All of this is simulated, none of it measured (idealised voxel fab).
The document below concerns the process module designated voxel wiring stack.
Square cell edge 5 nm, section width 205 nm, ID cut.
Reading order for cross-sections: top band down to bottom band. Underlying form: a grid of square cells. Band size: one or more rows of cells.
Read a band's entry like this: the first values are the height of its top and the height of its bottom in nm, and what follows is the sequence of materials from left to right, each with its width in nm. Note that "empty" is empty space, and that a single material marked "throughout" reaches across the band from edge to edge.
Below 0: as-received wafer, all one material; heights counted from there. Lowest band: no bottom, goes on down, written "from 0 down".
A two-number width, for instance "30 to 40", indicates that the width is equal to the first number in the top row of the band and to the second number in the bottom row, and that it changes by a constant amount per row of cells.
For the purposes of this document, the phrase "stayed the same" attached to a step denotes that no cell within the cross-section was modified by that step.
"Closed-off voids" - sealed voids, min. 8 cells, no opening to top; format: width x height at distance (distance from left edge; nm throughout).
On each step's line, the part that comes after the settings is the simulator's own comment on the step.
Steps that use a mask can have "overlay nm" on their line. It says how far the mask sat to the right of where it was meant to be. Negative means to the left.

**Intended process steps**
- 1: RECEIVE with material Si
- 2: CONFORMAL_DEP with material SiO2, thk nm 10
- 3: DIRECTIONAL_DEP with material TiN, thk nm 5
- 4: DIRECTIONAL_DEP with material W, thk nm 25
- 5: DIRECTIONAL_DEP with material aC, thk nm 15
- 6: PATTERN with tone cover, mask id METAL_1, material resist, width nm 20, pitch nm 40, thk nm 35, overlay nm 0
- 7: DIRECTIONAL_ETCH with etch materials aC, depth nm 15
- 8: STRIP with etch materials resist
- 9: DIRECTIONAL_ETCH with etch materials W, depth nm 25
- 10: DIRECTIONAL_ETCH with etch materials TiN, depth nm 5
- 11: STRIP with etch materials aC
- 12: FILL_DEP with material SiO2, thk nm 5
- 13: CMP with height nm 40
- 14: CONFORMAL_DEP with material SiCN, thk nm 5
- 15: DIRECTIONAL_DEP with material SiO2, thk nm 30
- 16: MASKED_ETCH with tone open, mask id METAL_2_HOLES, width nm 15, pitch nm 40, etch materials SiO2, depth nm 30, overlay nm 0
- 17: MASKED_ETCH with tone open, mask id METAL_2, width nm 20, pitch nm 40, etch materials SiO2, depth nm 20, overlay nm 0
- 18: MASKED_ETCH with tone open, mask id METAL_2, width nm 20, pitch nm 40, etch materials SiCN, depth nm 5, overlay nm 0
- 19: CONFORMAL_DEP with material TiN, thk nm 5
- 20: FILL_DEP with material Ru, thk nm 5
- 21: CMP with height nm 75
- 22: CONFORMAL_DEP with material SiCN, thk nm 5
- 23: DIRECTIONAL_DEP with material SiO2, thk nm 20
- 24: MASKED_ETCH with tone open, mask id PLUG_2, width nm 15, pitch nm 80, etch materials SiO2, depth nm 20, overlay nm 0
- 25: MASKED_ETCH with tone open, mask id PLUG_2, width nm 15, pitch nm 80, etch materials SiCN, depth nm 5, overlay nm 0
- 26: CONFORMAL_DEP with material TiN, thk nm 5
- 27: FILL_DEP with material W, thk nm 10
- 28: CMP with height nm 100
- 29: CONFORMAL_DEP with material SiN, thk nm 5
- 30: DIRECTIONAL_DEP with material lowk, thk nm 20
- 31: MASKED_ETCH with tone open, mask id METAL_3, width nm 20, pitch nm 40, etch materials lowk, depth nm 20, overlay nm 0
- 32: MASKED_ETCH with tone open, mask id METAL_3, width nm 20, pitch nm 40, etch materials SiN, depth nm 5, overlay nm 0
- 33: CONFORMAL_DEP with material TiN, thk nm 5
- 34: FILL_DEP with material Cu, thk nm 5
- 35: CMP with height nm 125
- 36: CONFORMAL_DEP with material SiCN, thk nm 5

**Cross-section: wafer on arrival = after step 1**
- from 0 down  Si throughout
- Closed-off voids: none

**Starting wafer: above. Plan: above. Run: one mistake. Cross-section after the module: below**
- from 130 to 125  SiCN throughout
- from 125 to 120  30 SiN | 20 TiN | 20 SiN | 20 TiN | 20 SiN | 20 TiN | 20 SiN | 20 TiN | 35 SiN
- from 120 to 100  SiN throughout
- from 100 to 80  30 SiO2 | 5 TiN | 5 W | 5 TiN | 65 SiO2 | 5 TiN | 5 W | 5 TiN | 80 SiO2
- from 80 to 75  30 SiCN | 15 TiN | 65 SiCN | 15 TiN | 80 SiCN
- from 75 to 60  30 SiO2 | 5 TiN | 10 Ru | 5 TiN | 20 SiO2 | 5 TiN | 10 Ru | 5 TiN | 20 SiO2 | 5 TiN | 10 Ru | 5 TiN | 20 SiO2 | 5 TiN | 10 Ru | 5 TiN | 35 SiO2
- from 60 to 55  30 SiO2 | 5 TiN | 5 Ru | 10 TiN | 20 SiO2 | 5 TiN | 5 Ru | 10 TiN | 20 SiO2 | 5 TiN | 5 Ru | 10 TiN | 20 SiO2 | 5 TiN | 5 Ru | 10 TiN | 35 SiO2
- from 55 to 45  30 SiO2 | 5 TiN | 5 Ru | 5 TiN | 25 SiO2 | 5 TiN | 5 Ru | 5 TiN | 25 SiO2 | 5 TiN | 5 Ru | 5 TiN | 25 SiO2 | 5 TiN | 5 Ru | 5 TiN | 40 SiO2
- from 45 to 40  30 SiCN | 15 TiN | 25 SiCN | 15 TiN | 25 SiCN | 15 TiN | 25 SiCN | 15 TiN | 40 SiCN
- from 40 to 15  30 SiO2 | 20 W | 20 SiO2 | 20 W | 20 SiO2 | 20 W | 20 SiO2 | 20 W | 35 SiO2
- from 15 to 10  30 SiO2 | 20 TiN | 20 SiO2 | 20 TiN | 20 SiO2 | 20 TiN | 20 SiO2 | 20 TiN | 35 SiO2
- from 10 to 0  SiO2 throughout
- from 0 down  Si throughout
- Closed-off voids: none
What was done differently from what was planned? contrary to plan, step 30 was performed as DIRECTIONAL_DEP with material SiN, thk nm 20
